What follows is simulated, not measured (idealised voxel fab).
Presented below is a process module, voxel released beams.
cross-section cut | 195 nm wide | cells 5 nm
How to read a cross-section here: the picture is a grid of square cells, written as bands going from the top down, and any band can span one or more rows of cells. The entry gives the band's vertical extent as a top height and a bottom height in nm, then its horizontal make-up as materials from left to right, each with a width in nm. "blank" stands for empty space; a single material marked "all across" fills the band edge to edge. Basically, 0 is our baseline, since under it the wafer straight out of the box is all one material. The bottom band has no lower end and keeps on going down, so it looks like "0 down". Read "30->40" as a graded width: first number on top, second number at the bottom, same change between each pair of neighbouring rows. "remained the same" for a step: no cell of the cross-section changed in that step. "Trapped voids" means: voids of 8 cells or more that are shut off from the top with no open way through. Written width x height at distance, distance from the left edge, in nm. Past the settings on a step's line: simulator remark, on that step. The optional step-line setting "overlay nm" applies to steps with a mask and quantifies how far to the right of its planned location the mask lay, a negative value indicating leftward placement.
The following list gives the planned process steps
1 RECEIVE: material Si
2 CONFORMAL_DEP: material Al2O3, thk nm 10
3 DIRECTIONAL_DEP: material SiO2, thk nm 15
4 DIRECTIONAL_DEP: material aC, thk nm 10
5 PATTERN: tone open, mask id ANCHOR, material resist, width nm 40, thk nm 30, overlay nm 0
6 DIRECTIONAL_ETCH: etch materials aC, depth nm 10
7 STRIP: etch materials resist
8 DIRECTIONAL_ETCH: etch materials SiO2, depth nm 15
9 STRIP: etch materials aC
10 CONFORMAL_DEP: material SiN, thk nm 15
11 MASKED_ETCH: tone cover, mask id BEAM, width nm 85, etch materials SiN, depth nm 15, overlay nm 0
12 STRIP: etch materials SiO2
First of two wafers - as planned
Cross-section of the wafer as it came to us, i.e., already through step 1
- 0 down  Si all across
- Trapped voids: none
State of the wafer after step 2, shown in cross-section
- 10 to 0  Al2O3 all across
- At heights below 0, the structure remains unaltered.
State of the wafer after step 3, shown in cross-section
- 25 to 10  SiO2 all across
- At heights below 10, the structure remains unaltered.
State of the wafer after step 4, shown in cross-section
- 35 to 25  aC all across
- At heights below 25, the structure remains unaltered.
State of the wafer after step 5, shown in cross-section
- 65 to 35  resist 55 nm  blank 40 nm  resist 100 nm
- At heights below 35, the structure remains unaltered.
State of the wafer after step 6, shown in cross-section
- 55 to 35  resist 55 nm  blank 40 nm  resist 100 nm
- 35 to 25  aC 55 nm  blank 40 nm  aC 100 nm
- At heights below 25, the structure remains unaltered.
State of the wafer after step 7, shown in cross-section
- 35 to 25  aC 55 nm  blank 40 nm  aC 100 nm
- At heights below 25, the structure remains unaltered.
State of the wafer after step 8, shown in cross-section
- 35 to 25  aC 55 nm  blank 40 nm  aC 100 nm
- 25 to 10  SiO2 55 nm  blank 40 nm  SiO2 100 nm
- At heights below 10, the structure remains unaltered.
State of the wafer after step 9, shown in cross-section
- 25 to 10  SiO2 55 nm  blank 40 nm  SiO2 100 nm
- At heights below 10, the structure remains unaltered.
State of the wafer after step 10, shown in cross-section
- 40 to 25  SiN 70 nm  blank 10 nm  SiN 115 nm
- 25 to 10  SiO2 55 nm  SiN 40 nm  SiO2 100 nm
- At heights below 10, the structure remains unaltered.
State of the wafer after step 11, shown in cross-section
- 40 to 25  blank 50 nm  SiN 20 nm  blank 10 nm  SiN 55 nm  blank 60 nm
- At heights below 25, the structure remains unaltered.
State of the wafer after step 12, shown in cross-section
- 40 to 25  blank 50 nm  SiN 20 nm  blank 10 nm  SiN 55 nm  blank 60 nm
- 25 to 10  blank 55 nm  SiN 40 nm  blank 100 nm
- At heights below 10, the structure remains unaltered.
Second wafer, same starting conditions and recipe as the first, one mistake in executing it, nothing differs from the first up to and including step 10
Second wafer at the planned finish of step 11, seen in cross-section
- 40 to 25  blank 40 nm  SiN 30 nm  blank 10 nm  SiN 45 nm  blank 70 nm
- At heights below 25, the structure remains unaltered.
Second wafer at the planned finish of step 12, seen in cross-section
- 40 to 25  blank 40 nm  SiN 30 nm  blank 10 nm  SiN 45 nm  blank 70 nm
- 25 to 10  blank 55 nm  SiN 40 nm  blank 100 nm
- At heights below 10, the structure remains unaltered.
Processing error: step 11 changed vs plan, executed as MASKED_ETCH: tone cover, mask id BEAM, width nm 85, etch materials SiN, depth nm 15, overlay nm -10
at the end the second wafer has, in cells: as many of each material as the first, in other places
